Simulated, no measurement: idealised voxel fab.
process module | voxel quadruple lines
cross-section cut | 190 nm wide | cells 5 nm
A cross-section is a grid of square cells, given in bands from the top down. A band is one or more rows of cells.
Each band's line starts with the height of the band's top and of its bottom, in nm. Then come its materials from left to right, each with its width in nm. One material with "throughout" fills the band from edge to edge. "air" is empty space.
Height 0 is the level under which the wafer as received is all one material. The lowest band goes on downwards, as in "0 down".
A width such as "30 to 40" changes by the same amount from each row of cells to the next, from the band's top row to its bottom row.
"no change" after a step means that no cell of the cross-section changed.
closed voids: empty space of 8 cells or more with no open way to the top, each as width x height at its distance from the left edge, in nm
after a step's settings: what the simulator itself notes on the step
overlay nm, on a step with a mask: how far to the right of its planned place the mask lay; to the left if negative
plan
1 op RECEIVE | material Si
2 op CONFORMAL_DEP | material SiO2 | thk nm 10
3 op DIRECTIONAL_DEP | material W | thk nm 15
4 op DIRECTIONAL_DEP | material polySi | thk nm 15
5 op DIRECTIONAL_DEP | material aC | thk nm 25
6 op PATTERN | tone cover | mask id MANDREL | material resist | width nm 20 | pitch nm 60 | thk nm 30 | overlay nm 0
7 op DIRECTIONAL_ETCH | etch materials aC | depth nm 25
8 op STRIP | etch materials resist
9 op CONFORMAL_DEP | material SiO2 | thk nm 10
10 op DIRECTIONAL_ETCH | etch materials SiO2 | depth nm 10
11 op STRIP | etch materials aC
12 op DIRECTIONAL_ETCH | etch materials polySi | depth nm 15
13 op STRIP | etch materials SiO2
14 op CONFORMAL_DEP | material SiCN | thk nm 5
15 op DIRECTIONAL_ETCH | etch materials SiCN | depth nm 5
16 op STRIP | etch materials polySi
17 op DIRECTIONAL_ETCH | etch materials W | depth nm 15
18 op STRIP | etch materials SiCN
first wafer, as planned
as received, after step 1
  0 down: Si throughout
  closed voids: none
after step 2
  10 to 0: SiO2 throughout
  below 0: unchanged
after step 3
  25 to 10: W throughout
  below 10: unchanged
after step 4
  40 to 25: polySi throughout
  below 25: unchanged
after step 5
  65 to 40: aC throughout
  below 40: unchanged
after step 6
  95 to 65: air 55 | resist 20 | air 40 | resist 20 | air 55
  below 65: unchanged
after step 7
  70 to 65: air 55 | resist 20 | air 40 | resist 20 | air 55
  65 to 40: air 55 | aC 20 | air 40 | aC 20 | air 55
  below 40: unchanged
after step 8
  65 to 40: air 55 | aC 20 | air 40 | aC 20 | air 55
  below 40: unchanged
after step 9
  75 to 65: air 45 | SiO2 40 | air 20 | SiO2 40 | air 45
  65 to 50: air 45 | SiO2 10 | aC 20 | SiO2 10 | air 20 | SiO2 10 | aC 20 | SiO2 10 | air 45
  50 to 40: SiO2 55 | aC 20 | SiO2 40 | aC 20 | SiO2 55
  below 40: unchanged
after step 10
  65 to 40: air 45 | SiO2 10 | aC 20 | SiO2 10 | air 20 | SiO2 10 | aC 20 | SiO2 10 | air 45
  below 40: unchanged
after step 11
  65 to 40: air 45 | SiO2 10 | air 20 | SiO2 10 | air 20 | SiO2 10 | air 20 | SiO2 10 | air 45
  below 40: unchanged
after step 12
  65 to 40: air 45 | SiO2 10 | air 20 | SiO2 10 | air 20 | SiO2 10 | air 20 | SiO2 10 | air 45
  40 to 25: air 45 | polySi 10 | air 20 | polySi 10 | air 20 | polySi 10 | air 20 | polySi 10 | air 45
  below 25: unchanged
after step 13
  40 to 25: air 45 | polySi 10 | air 20 | polySi 10 | air 20 | polySi 10 | air 20 | polySi 10 | air 45
  below 25: unchanged
after step 14
  45 to 40: air 40 | SiCN 20 | air 10 | SiCN 20 | air 10 | SiCN 20 | air 10 | SiCN 20 | air 40
  40 to 30: air 40 | SiCN 5 | polySi 10 | SiCN 5 | air 10 | SiCN 5 | polySi 10 | SiCN 5 | air 10 | SiCN 5 | polySi 10 | SiCN 5 | air 10 | SiCN 5 | polySi 10 | SiCN 5 | air 40
  30 to 25: SiCN 45 | polySi 10 | SiCN 20 | polySi 10 | SiCN 20 | polySi 10 | SiCN 20 | polySi 10 | SiCN 45
  below 25: unchanged
after step 15
  40 to 25: air 40 | SiCN 5 | polySi 10 | SiCN 5 | air 10 | SiCN 5 | polySi 10 | SiCN 5 | air 10 | SiCN 5 | polySi 10 | SiCN 5 | air 10 | SiCN 5 | polySi 10 | SiCN 5 | air 40
  below 25: unchanged
after step 16
  40 to 25: air 40 | SiCN 5 | air 10 | SiCN 5 | air 10 | SiCN 5 | air 10 | SiCN 5 | air 10 | SiCN 5 | air 10 | SiCN 5 | air 10 | SiCN 5 | air 10 | SiCN 5 | air 40
  below 25: unchanged
after step 17
  40 to 25: air 40 | SiCN 5 | air 10 | SiCN 5 | air 10 | SiCN 5 | air 10 | SiCN 5 | air 10 | SiCN 5 | air 10 | SiCN 5 | air 10 | SiCN 5 | air 10 | SiCN 5 | air 40
  25 to 10: air 40 | W 5 | air 10 | W 5 | air 10 | W 5 | air 10 | W 5 | air 10 | W 5 | air 10 | W 5 | air 10 | W 5 | air 10 | W 5 | air 40
  below 10: unchanged
after step 18
  25 to 10: air 40 | W 5 | air 10 | W 5 | air 10 | W 5 | air 10 | W 5 | air 10 | W 5 | air 10 | W 5 | air 10 | W 5 | air 10 | W 5 | air 40
  below 10: unchanged
second wafer: like start, like plan, one mistake. Through step 1 it matches the first wafer
when step 2 should have ended: no change
when step 3 should have ended
  15 to 0: W throughout
  below 0: unchanged
when step 4 should have ended
  30 to 15: polySi throughout
  below 15: unchanged
when step 5 should have ended
  55 to 30: aC throughout
  below 30: unchanged
when step 6 should have ended
  85 to 55: air 55 | resist 20 | air 40 | resist 20 | air 55
  below 55: unchanged
when step 7 should have ended
  60 to 55: air 55 | resist 20 | air 40 | resist 20 | air 55
  55 to 30: air 55 | aC 20 | air 40 | aC 20 | air 55
  below 30: unchanged
when step 8 should have ended
  55 to 30: air 55 | aC 20 | air 40 | aC 20 | air 55
  below 30: unchanged
when step 9 should have ended
  65 to 55: air 45 | SiO2 40 | air 20 | SiO2 40 | air 45
  55 to 40: air 45 | SiO2 10 | aC 20 | SiO2 10 | air 20 | SiO2 10 | aC 20 | SiO2 10 | air 45
  40 to 30: SiO2 55 | aC 20 | SiO2 40 | aC 20 | SiO2 55
  below 30: unchanged
when step 10 should have ended
  55 to 30: air 45 | SiO2 10 | aC 20 | SiO2 10 | air 20 | SiO2 10 | aC 20 | SiO2 10 | air 45
  below 30: unchanged
when step 11 should have ended
  55 to 30: air 45 | SiO2 10 | air 20 | SiO2 10 | air 20 | SiO2 10 | air 20 | SiO2 10 | air 45
  below 30: unchanged
when step 12 should have ended
  55 to 30: air 45 | SiO2 10 | air 20 | SiO2 10 | air 20 | SiO2 10 | air 20 | SiO2 10 | air 45
  30 to 15: air 45 | polySi 10 | air 20 | polySi 10 | air 20 | polySi 10 | air 20 | polySi 10 | air 45
  below 15: unchanged
when step 13 should have ended
  30 to 15: air 45 | polySi 10 | air 20 | polySi 10 | air 20 | polySi 10 | air 20 | polySi 10 | air 45
  below 15: unchanged
when step 14 should have ended
  35 to 30: air 40 | SiCN 20 | air 10 | SiCN 20 | air 10 | SiCN 20 | air 10 | SiCN 20 | air 40
  30 to 20: air 40 | SiCN 5 | polySi 10 | SiCN 5 | air 10 | SiCN 5 | polySi 10 | SiCN 5 | air 10 | SiCN 5 | polySi 10 | SiCN 5 | air 10 | SiCN 5 | polySi 10 | SiCN 5 | air 40
  20 to 15: SiCN 45 | polySi 10 | SiCN 20 | polySi 10 | SiCN 20 | polySi 10 | SiCN 20 | polySi 10 | SiCN 45
  below 15: unchanged
when step 15 should have ended
  30 to 15: air 40 | SiCN 5 | polySi 10 | SiCN 5 | air 10 | SiCN 5 | polySi 10 | SiCN 5 | air 10 | SiCN 5 | polySi 10 | SiCN 5 | air 10 | SiCN 5 | polySi 10 | SiCN 5 | air 40
  below 15: unchanged
when step 16 should have ended
  30 to 15: air 40 | SiCN 5 | air 10 | SiCN 5 | air 10 | SiCN 5 | air 10 | SiCN 5 | air 10 | SiCN 5 | air 10 | SiCN 5 | air 10 | SiCN 5 | air 10 | SiCN 5 | air 40
  below 15: unchanged
when step 17 should have ended
  30 to 15: air 40 | SiCN 5 | air 10 | SiCN 5 | air 10 | SiCN 5 | air 10 | SiCN 5 | air 10 | SiCN 5 | air 10 | SiCN 5 | air 10 | SiCN 5 | air 10 | SiCN 5 | air 40
  15 to 0: air 40 | W 5 | air 10 | W 5 | air 10 | W 5 | air 10 | W 5 | air 10 | W 5 | air 10 | W 5 | air 10 | W 5 | air 10 | W 5 | air 40
  below 0: unchanged
when step 18 should have ended
  15 to 0: air 40 | W 5 | air 10 | W 5 | air 10 | W 5 | air 10 | W 5 | air 10 | W 5 | air 10 | W 5 | air 10 | W 5 | air 10 | W 5 | air 40
  below 0: unchanged
what went wrong: step 2 was left out
at the end the second wafer has, in cells: 76 fewer of SiO2
